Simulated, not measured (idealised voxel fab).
This section sets out a process module, namely voxel capacitor over wiring.
The cross-section shown here is cut; it is 195 nm wide and divided into square cells measuring 5 nm on a side.
When this document writes out a cross-section, it uses a grid of square cells and lists it as bands, beginning at the top and moving down, with a band standing for one or more rows of cells. Heads up on the band format: heights come first, top then bottom, in nm. After that it's the materials left to right, each with its width in nm. A single material flagged "edge to edge" fills the whole band edge to edge, and "blank" means there's empty space there. Height reference: 0 = level under which incoming wafer is all one material. Lowest band: no bottom, runs on downward, e.g. "0 down". Quick explanation for "30..40": the width changes in equal steps down the rows of cells, from the first number in the band's top row to the second number in its bottom row. The cross-section has no changed cell in any step marked "no change occurred". "Sealed internal cavities" enumerates empty spaces isolated from the top, with no open way to it, that contain at least 8 cells, giving each as width x height at distance from the left edge, all three in nm. Anything after a step's settings on that line? It's the simulator's own note about the step. overlay nm: on a step with a mask, how far right of its planned place the mask lay; negative means left.

**Process steps - plan**
1,op RECEIVE | material Si
2,op CONFORMAL_DEP | material SiO2 | thk nm 10
3,op DIRECTIONAL_DEP | material TiN | thk nm 5
4,op DIRECTIONAL_DEP | material W | thk nm 25
5,op DIRECTIONAL_DEP | material aC | thk nm 15
6,op PATTERN | tone cover | mask id METAL_1 | material resist | width nm 30 | pitch nm 85 | thk nm 30 | overlay nm 0
7,op DIRECTIONAL_ETCH | etch materials aC | depth nm 15
8,op STRIP | etch materials resist
9,op DIRECTIONAL_ETCH | etch materials W | depth nm 25
10,op DIRECTIONAL_ETCH | etch materials TiN | depth nm 5
11,op STRIP | etch materials aC
12,op FILL_DEP | material lowk | thk nm 10
13,op CMP | height nm 40
14,op CONFORMAL_DEP | material SiCN | thk nm 5
15,op DIRECTIONAL_DEP | material lowk | thk nm 15
16,op MASKED_ETCH | tone open | mask id PLUG_1 | width nm 15 | etch materials lowk | depth nm 15 | overlay nm 0
17,op MASKED_ETCH | tone open | mask id PLUG_1 | width nm 15 | etch materials SiCN | depth nm 5 | overlay nm 0
18,op EPI | material Ru | thk nm 10
19,op EPI | material Ru | thk nm 10
20,op DIRECTIONAL_DEP | material TiN | thk nm 10
21,op DIRECTIONAL_DEP | material Al2O3 | thk nm 5
22,op DIRECTIONAL_DEP | material TiN | thk nm 10
23,op MASKED_ETCH | tone cover | mask id UPPER_PLATE | width nm 60 | etch materials TiN | depth nm 10 | overlay nm 0
24,op MASKED_ETCH | tone cover | mask id UPPER_PLATE | width nm 60 | etch materials Al2O3 | depth nm 5 | overlay nm 0
25,op DIRECTIONAL_DEP | material aC | thk nm 15
26,op PATTERN | tone cover | mask id LOWER_PLATE | material resist | width nm 70 | thk nm 30 | overlay nm 0
27,op DIRECTIONAL_ETCH | etch materials aC | depth nm 15
28,op STRIP | etch materials resist
29,op DIRECTIONAL_ETCH | etch materials TiN | depth nm 10
30,op STRIP | etch materials aC
31,op FILL_DEP | material SiO2 | thk nm 20
32,op CMP | height nm 100
33,op PATTERN | tone open | mask id PLUG_2 | material resist | width nm 15 | thk nm 15 | overlay nm 0
34,op DIRECTIONAL_ETCH | etch materials SiO2 | depth nm 15
35,op STRIP | etch materials resist
36,op CONFORMAL_DEP | material TiN | thk nm 5
37,op FILL_DEP | material W | thk nm 5
38,op CMP | height nm 100
39,op CONFORMAL_DEP | material SiCN | thk nm 5

**First wafer of two (run as planned)**

**Cross-section: wafer on arrival = after step 1**
> 0 down | Si edge to edge
> Sealed internal cavities: none

**Cross-section: wafer state after step 2**
> 10 to 0 | SiO2 edge to edge
> Beneath the level 0, the cross-section is identical to its previous state.

**Cross-section: wafer state after step 3**
> 15 to 10 | TiN edge to edge
> Beneath the level 10, the cross-section is identical to its previous state.

**Cross-section: wafer state after step 4**
> 40 to 15 | W edge to edge
> Beneath the level 15, the cross-section is identical to its previous state.

**Cross-section: wafer state after step 5**
> 55 to 40 | aC edge to edge
> Beneath the level 40, the cross-section is identical to its previous state.

**Cross-section: wafer state after step 6**
> 85 to 55 | blank 40, resist 30, blank 55, resist 30, blank 40
> Beneath the level 55, the cross-section is identical to its previous state.

**Cross-section: wafer state after step 7**
> 70 to 55 | blank 40, resist 30, blank 55, resist 30, blank 40
> 55 to 40 | blank 40, aC 30, blank 55, aC 30, blank 40
> Beneath the level 40, the cross-section is identical to its previous state.

**Cross-section: wafer state after step 8**
> 55 to 40 | blank 40, aC 30, blank 55, aC 30, blank 40
> Beneath the level 40, the cross-section is identical to its previous state.

**Cross-section: wafer state after step 9**
> 55 to 40 | blank 40, aC 30, blank 55, aC 30, blank 40
> 40 to 15 | blank 40, W 30, blank 55, W 30, blank 40
> Beneath the level 15, the cross-section is identical to its previous state.

**Cross-section: wafer state after step 10**
> 55 to 40 | blank 40, aC 30, blank 55, aC 30, blank 40
> 40 to 15 | blank 40, W 30, blank 55, W 30, blank 40
> 15 to 10 | blank 40, TiN 30, blank 55, TiN 30, blank 40
> Beneath the level 10, the cross-section is identical to its previous state.

**Cross-section: wafer state after step 11**
> 40 to 15 | blank 40, W 30, blank 55, W 30, blank 40
> Beneath the level 15, the cross-section is identical to its previous state.

**Cross-section: wafer state after step 12**
> 50 to 40 | lowk edge to edge
> 40 to 15 | lowk 40, W 30, lowk 55, W 30, lowk 40
> 15 to 10 | lowk 40, TiN 30, lowk 55, TiN 30, lowk 40
> Beneath the level 10, the cross-section is identical to its previous state.

**Cross-section: wafer state after step 13**
> 40 to 15 | lowk 40, W 30, lowk 55, W 30, lowk 40
> Beneath the level 15, the cross-section is identical to its previous state.

**Cross-section: wafer state after step 14**
> 45 to 40 | SiCN edge to edge
> Beneath the level 40, the cross-section is identical to its previous state.

**Cross-section: wafer state after step 15**
> 60 to 45 | lowk edge to edge
> Beneath the level 45, the cross-section is identical to its previous state.

**Cross-section: wafer state after step 16**
> 60 to 45 | lowk 55, blank 15, lowk 125
> Beneath the level 45, the cross-section is identical to its previous state.

**Cross-section: wafer state after step 17**
> 60 to 45 | lowk 55, blank 15, lowk 125
> 45 to 40 | SiCN 55, blank 15, SiCN 125
> Beneath the level 40, the cross-section is identical to its previous state.

**Cross-section: wafer state after step 18**
> 60 to 50 | lowk 55, blank 15, lowk 125
> 50 to 45 | lowk 55, Ru 15, lowk 125
> 45 to 40 | SiCN 55, Ru 15, SiCN 125
> Beneath the level 40, the cross-section is identical to its previous state.

**Cross-section: wafer state after step 19**
> 60 to 45 | lowk 55, Ru 15, lowk 125
> Beneath the level 45, the cross-section is identical to its previous state.

**Cross-section: wafer state after step 20**
> 70 to 60 | TiN edge to edge
> Beneath the level 60, the cross-section is identical to its previous state.

**Cross-section: wafer state after step 21**
> 75 to 70 | Al2O3 edge to edge
> Beneath the level 70, the cross-section is identical to its previous state.

**Cross-section: wafer state after step 22**
> 85 to 75 | TiN edge to edge
> Beneath the level 75, the cross-section is identical to its previous state.

**Cross-section: wafer state after step 23**
> 85 to 75 | blank 55, TiN 60, blank 80
> Beneath the level 75, the cross-section is identical to its previous state.

**Cross-section: wafer state after step 24**
> 85 to 75 | blank 55, TiN 60, blank 80
> 75 to 70 | blank 55, Al2O3 60, blank 80
> Beneath the level 70, the cross-section is identical to its previous state.

**Cross-section: wafer state after step 25**
> 100 to 85 | blank 55, aC 60, blank 80
> 85 to 75 | aC 55, TiN 60, aC 80
> 75 to 70 | aC 55, Al2O3 60, aC 80
> Beneath the level 70, the cross-section is identical to its previous state.

**Cross-section: wafer state after step 26**
> 130 to 100 | blank 50, resist 70, blank 75
> 100 to 85 | blank 50, resist 5, aC 60, resist 5, blank 75
> Beneath the level 85, the cross-section is identical to its previous state.

**Cross-section: wafer state after step 27**
> 115 to 100 | blank 50, resist 70, blank 75
> 100 to 85 | blank 50, resist 5, aC 60, resist 5, blank 75
> 85 to 75 | blank 50, aC 5, TiN 60, aC 5, blank 75
> 75 to 70 | blank 50, aC 5, Al2O3 60, aC 5, blank 75
> Beneath the level 70, the cross-section is identical to its previous state.

**Cross-section: wafer state after step 28**
> 100 to 85 | blank 55, aC 60, blank 80
> Beneath the level 85, the cross-section is identical to its previous state.

**Cross-section: wafer state after step 29**
> 100 to 85 | blank 55, aC 60, blank 80
> 85 to 75 | blank 50, aC 5, TiN 60, aC 5, blank 75
> 75 to 70 | blank 50, aC 5, Al2O3 60, aC 5, blank 75
> 70 to 60 | blank 50, TiN 70, blank 75
> Beneath the level 60, the cross-section is identical to its previous state.

**Cross-section: wafer state after step 30**
> 85 to 75 | blank 55, TiN 60, blank 80
> 75 to 70 | blank 55, Al2O3 60, blank 80
> Beneath the level 70, the cross-section is identical to its previous state.

**Cross-section: wafer state after step 31**
> 105 to 85 | SiO2 edge to edge
> 85 to 75 | SiO2 55, TiN 60, SiO2 80
> 75 to 70 | SiO2 55, Al2O3 60, SiO2 80
> 70 to 60 | SiO2 50, TiN 70, SiO2 75
> Beneath the level 60, the cross-section is identical to its previous state.

**Cross-section: wafer state after step 32**
> 100 to 85 | SiO2 edge to edge
> Beneath the level 85, the cross-section is identical to its previous state.

**Cross-section: wafer state after step 33**
> 115 to 100 | resist 65, blank 15, resist 115
> Beneath the level 100, the cross-section is identical to its previous state.

**Cross-section: wafer state after step 34**
> 115 to 100 | resist 65, blank 15, resist 115
> 100 to 85 | SiO2 65, blank 15, SiO2 115
> Beneath the level 85, the cross-section is identical to its previous state.

**Cross-section: wafer state after step 35**
> 100 to 85 | SiO2 65, blank 15, SiO2 115
> Beneath the level 85, the cross-section is identical to its previous state.

**Cross-section: wafer state after step 36**
> 105 to 100 | TiN 70, blank 5, TiN 120
> 100 to 90 | SiO2 65, TiN 5, blank 5, TiN 5, SiO2 115
> 90 to 85 | SiO2 65, TiN 15, SiO2 115
> Beneath the level 85, the cross-section is identical to its previous state.

**Cross-section: wafer state after step 37**
> 110 to 105 | W edge to edge
> 105 to 100 | TiN 70, W 5, TiN 120
> 100 to 90 | SiO2 65, TiN 5, W 5, TiN 5, SiO2 115
> Beneath the level 90, the cross-section is identical to its previous state.

**Cross-section: wafer state after step 38**
> 100 to 90 | SiO2 65, TiN 5, W 5, TiN 5, SiO2 115
> Beneath the level 90, the cross-section is identical to its previous state.

**Cross-section: wafer state after step 39**
> 105 to 100 | SiCN edge to edge
> Beneath the level 100, the cross-section is identical to its previous state.

**The second wafer began exactly as the first did and followed the same plan, but one mistake was made while running it; through step 5 inclusive, the two wafers are identical**

**Planned end of step 6: second wafer, cross-section**
> 85 to 55 | resist 40, blank 30, resist 55, blank 30, resist 40
> Beneath the level 55, the cross-section is identical to its previous state.

**Planned end of step 7: second wafer, cross-section**
> 70 to 55 | resist 40, blank 30, resist 55, blank 30, resist 40
> 55 to 40 | aC 40, blank 30, aC 55, blank 30, aC 40
> Beneath the level 40, the cross-section is identical to its previous state.

**Planned end of step 8: second wafer, cross-section**
> 55 to 40 | aC 40, blank 30, aC 55, blank 30, aC 40
> Beneath the level 40, the cross-section is identical to its previous state.

**Planned end of step 9: second wafer, cross-section**
> 55 to 40 | aC 40, blank 30, aC 55, blank 30, aC 40
> 40 to 15 | W 40, blank 30, W 55, blank 30, W 40
> Beneath the level 15, the cross-section is identical to its previous state.

**Planned end of step 10: second wafer, cross-section**
> 55 to 40 | aC 40, blank 30, aC 55, blank 30, aC 40
> 40 to 15 | W 40, blank 30, W 55, blank 30, W 40
> 15 to 10 | TiN 40, blank 30, TiN 55, blank 30, TiN 40
> Beneath the level 10, the cross-section is identical to its previous state.

**Planned end of step 11: second wafer, cross-section**
> 40 to 15 | W 40, blank 30, W 55, blank 30, W 40
> Beneath the level 15, the cross-section is identical to its previous state.

**Planned end of step 12: second wafer, cross-section**
> 50 to 40 | lowk edge to edge
> 40 to 15 | W 40, lowk 30, W 55, lowk 30, W 40
> 15 to 10 | TiN 40, lowk 30, TiN 55, lowk 30, TiN 40
> Beneath the level 10, the cross-section is identical to its previous state.

**Planned end of step 13: second wafer, cross-section**
> 40 to 15 | W 40, lowk 30, W 55, lowk 30, W 40
> Beneath the level 15, the cross-section is identical to its previous state.

**Planned end of step 14: second wafer, cross-section**
> 45 to 40 | SiCN edge to edge
> Beneath the level 40, the cross-section is identical to its previous state.

**Planned end of step 15: second wafer, cross-section**
> 60 to 45 | lowk edge to edge
> Beneath the level 45, the cross-section is identical to its previous state.

**Planned end of step 16: second wafer, cross-section**
> 60 to 45 | lowk 55, blank 15, lowk 125
> Beneath the level 45, the cross-section is identical to its previous state.

**Planned end of step 17: second wafer, cross-section**
> 60 to 45 | lowk 55, blank 15, lowk 125
> 45 to 40 | SiCN 55, blank 15, SiCN 125
> Beneath the level 40, the cross-section is identical to its previous state.

Planned end of step 18: second wafer, cross-section: no change occurred

Planned end of step 19: second wafer, cross-section: no change occurred

**Planned end of step 20: second wafer, cross-section**
> 70 to 60 | TiN 55, blank 15, TiN 125
> 60 to 50 | lowk 55, blank 15, lowk 125
> 50 to 45 | lowk 55, TiN 15, lowk 125
> 45 to 40 | SiCN 55, TiN 15, SiCN 125
> Beneath the level 40, the cross-section is identical to its previous state.

**Planned end of step 21: second wafer, cross-section**
> 75 to 70 | Al2O3 55, blank 15, Al2O3 125
> 70 to 60 | TiN 55, blank 15, TiN 125
> 60 to 55 | lowk 55, blank 15, lowk 125
> 55 to 50 | lowk 55, Al2O3 15, lowk 125
> Beneath the level 50, the cross-section is identical to its previous state.

**Planned end of step 22: second wafer, cross-section**
> 85 to 75 | TiN 55, blank 15, TiN 125
> 75 to 70 | Al2O3 55, blank 15, Al2O3 125
> 70 to 65 | TiN 55, blank 15, TiN 125
> 65 to 60 | TiN edge to edge
> 60 to 55 | lowk 55, TiN 15, lowk 125
> Beneath the level 55, the cross-section is identical to its previous state.

**Planned end of step 23: second wafer, cross-section**
> 85 to 75 | blank 70, TiN 45, blank 80
> Beneath the level 75, the cross-section is identical to its previous state.

**Planned end of step 24: second wafer, cross-section**
> 85 to 75 | blank 70, TiN 45, blank 80
> 75 to 70 | blank 70, Al2O3 45, blank 80
> Beneath the level 70, the cross-section is identical to its previous state.

**Planned end of step 25: second wafer, cross-section**
> 100 to 85 | blank 70, aC 45, blank 80
> 85 to 80 | aC 55, blank 15, TiN 45, aC 80
> 80 to 75 | aC 70, TiN 45, aC 80
> 75 to 70 | aC 70, Al2O3 45, aC 80
> 70 to 65 | TiN 55, aC 15, TiN 125
> Beneath the level 65, the cross-section is identical to its previous state.

**Planned end of step 26: second wafer, cross-section**
> 130 to 100 | blank 50, resist 70, blank 75
> 100 to 85 | blank 50, resist 20, aC 45, resist 5, blank 75
> 85 to 80 | aC 55, resist 15, TiN 45, aC 80
> Beneath the level 80, the cross-section is identical to its previous state.

**Planned end of step 27: second wafer, cross-section**
> 115 to 100 | blank 50, resist 70, blank 75
> 100 to 85 | blank 50, resist 20, aC 45, resist 5, blank 75
> 85 to 80 | blank 50, aC 5, resist 15, TiN 45, aC 5, blank 75
> 80 to 75 | blank 50, aC 20, TiN 45, aC 5, blank 75
> 75 to 70 | blank 50, aC 20, Al2O3 45, aC 5, blank 75
> Beneath the level 70, the cross-section is identical to its previous state.

**Planned end of step 28: second wafer, cross-section**
> 100 to 85 | blank 70, aC 45, blank 80
> 85 to 80 | blank 50, aC 5, blank 15, TiN 45, aC 5, blank 75
> Beneath the level 80, the cross-section is identical to its previous state.

**Planned end of step 29: second wafer, cross-section**
> 100 to 85 | blank 70, aC 45, blank 80
> 85 to 80 | blank 50, aC 5, blank 15, TiN 45, aC 5, blank 75
> 80 to 75 | blank 50, aC 20, TiN 45, aC 5, blank 75
> 75 to 70 | blank 50, aC 20, Al2O3 45, aC 5, blank 75
> 70 to 65 | blank 50, TiN 5, aC 15, TiN 50, blank 75
> 65 to 60 | blank 50, TiN 70, blank 75
> Beneath the level 60, the cross-section is identical to its previous state.

**Planned end of step 30: second wafer, cross-section**
> 85 to 75 | blank 70, TiN 45, blank 80
> 75 to 70 | blank 70, Al2O3 45, blank 80
> 70 to 65 | blank 50, TiN 5, blank 15, TiN 50, blank 75
> Beneath the level 65, the cross-section is identical to its previous state.

**Planned end of step 31: second wafer, cross-section**
> 105 to 85 | SiO2 edge to edge
> 85 to 75 | SiO2 70, TiN 45, SiO2 80
> 75 to 70 | SiO2 70, Al2O3 45, SiO2 80
> 70 to 65 | SiO2 50, TiN 5, SiO2 15, TiN 50, SiO2 75
> 65 to 60 | SiO2 50, TiN 70, SiO2 75
> Beneath the level 60, the cross-section is identical to its previous state.

**Planned end of step 32: second wafer, cross-section**
> 100 to 85 | SiO2 edge to edge
> Beneath the level 85, the cross-section is identical to its previous state.

**Planned end of step 33: second wafer, cross-section**
> 115 to 100 | resist 65, blank 15, resist 115
> Beneath the level 100, the cross-section is identical to its previous state.

**Planned end of step 34: second wafer, cross-section**
> 115 to 100 | resist 65, blank 15, resist 115
> 100 to 85 | SiO2 65, blank 15, SiO2 115
> Beneath the level 85, the cross-section is identical to its previous state.

**Planned end of step 35: second wafer, cross-section**
> 100 to 85 | SiO2 65, blank 15, SiO2 115
> Beneath the level 85, the cross-section is identical to its previous state.

**Planned end of step 36: second wafer, cross-section**
> 105 to 100 | TiN 70, blank 5, TiN 120
> 100 to 90 | SiO2 65, TiN 5, blank 5, TiN 5, SiO2 115
> 90 to 85 | SiO2 65, TiN 15, SiO2 115
> Beneath the level 85, the cross-section is identical to its previous state.

**Planned end of step 37: second wafer, cross-section**
> 110 to 105 | W edge to edge
> 105 to 100 | TiN 70, W 5, TiN 120
> 100 to 90 | SiO2 65, TiN 5, W 5, TiN 5, SiO2 115
> Beneath the level 90, the cross-section is identical to its previous state.

**Planned end of step 38: second wafer, cross-section**
> 100 to 90 | SiO2 65, TiN 5, W 5, TiN 5, SiO2 115
> Beneath the level 90, the cross-section is identical to its previous state.

**Planned end of step 39: second wafer, cross-section**
> 105 to 100 | SiCN edge to edge
> Beneath the level 100, the cross-section is identical to its previous state.
Diagnosis: step 6, actual vs plan mismatch, actual run op PATTERN | tone open | mask id METAL_1 | material resist | width nm 30 | pitch nm 85 | thk nm 30 | overlay nm 0
In the final state, the cell counts of the second wafer exceed or fall short of those of the first for the following materials: 12 fewer of Ru; 12 more of SiO2; 15 more of TiN; 75 more of W; 90 fewer of lowk
